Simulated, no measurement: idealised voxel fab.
The process module that follows is named voxel ribs on slabs.
cross-section cut | 140 nm wide | cells 5 nm
The cross-sections in this document take the form of a grid made of square cells. They are written out as bands, in order from top to bottom. Each band consists of one or more rows of cells. Read a band's entry like this: the first values are the height of its top and the height of its bottom in nm, and what follows is the sequence of materials from left to right, each with its width in nm. Note that "air" is empty space, and that a single material marked "edge to edge" reaches across the band from edge to edge. Ref level 0: as-received wafer is one material below here. Bottom band extends down with no lower bound ("0 nm and below"). Width spec "30->40" -> top row of cells at first value, bottom row at second value, equal per-row change in between. "same as before", as given for a step, is the statement that not any cell of the cross-section underwent a change during that step. Listed in "Closed void table": every empty space of 8 or more cells without an open way to the top. Form: width x height at distance, the distance being from the left edge, all in nm. Formally, on a step line, whatever follows the settings is a remark that the simulator itself makes on the step. "overlay nm" denotes, for a step that has a mask, the displacement of the mask to the right of its planned place, with negative values corresponding to the left.
### This section lists the process steps that were planned
1 RECEIVE,material Si
2 DIRECTIONAL_DEP,material SiO2,thk nm 20
3 DIRECTIONAL_DEP,material polySi,thk nm 20
4 DIRECTIONAL_DEP,material aC,thk nm 10
5 PATTERN,tone cover,mask id RIB,material resist,width nm 20,thk nm 30,overlay nm 0
6 DIRECTIONAL_ETCH,etch materials aC,depth nm 10
7 STRIP,etch materials resist
8 DIRECTIONAL_ETCH,etch materials polySi,depth nm 15
9 STRIP,etch materials aC
10 MASKED_ETCH,tone cover,mask id SLAB,width nm 50,etch materials polySi,depth nm 5,overlay nm 0
11 FILL_DEP,material SiO2,thk nm 20
12 CMP,height nm 55
13 DIRECTIONAL_DEP,material W,thk nm 10
14 MASKED_ETCH,tone cover,mask id HEATER,width nm 30,etch materials W,depth nm 10,overlay nm -15
15 CONFORMAL_DEP,material SiN,thk nm 5
What sets these wafers apart? The overlay nm at step 14. They all start alike, and the plan carries the first wafer's value.
### The first of several wafers as received, shown in cross-section; this is its state after step 1
  0 nm and below = Si edge to edge
  Closed void table: none
### Basically each wafer gets a line in the table, showing it at the end of the module: material by material, the cells it gained (+) or lost (-) since we got it, then its closed voids
overlay nm -15, +32 SiN, +286 SiO2, +12 W, +22 polySi, Closed void table: none
overlay nm -10, +32 SiN, +286 SiO2, +12 W, +22 polySi, Closed void table: none
overlay nm -5, +32 SiN, +286 SiO2, +12 W, +22 polySi, Closed void table: none
overlay nm 0, +32 SiN, +286 SiO2, +12 W, +22 polySi, Closed void table: none
overlay nm 5, +32 SiN, +286 SiO2, +12 W, +22 polySi, Closed void table: none
overlay nm 10, +32 SiN, +286 SiO2, +12 W, +22 polySi, Closed void table: none
overlay nm 15, +32 SiN, +286 SiO2, +12 W, +22 polySi, Closed void table: none
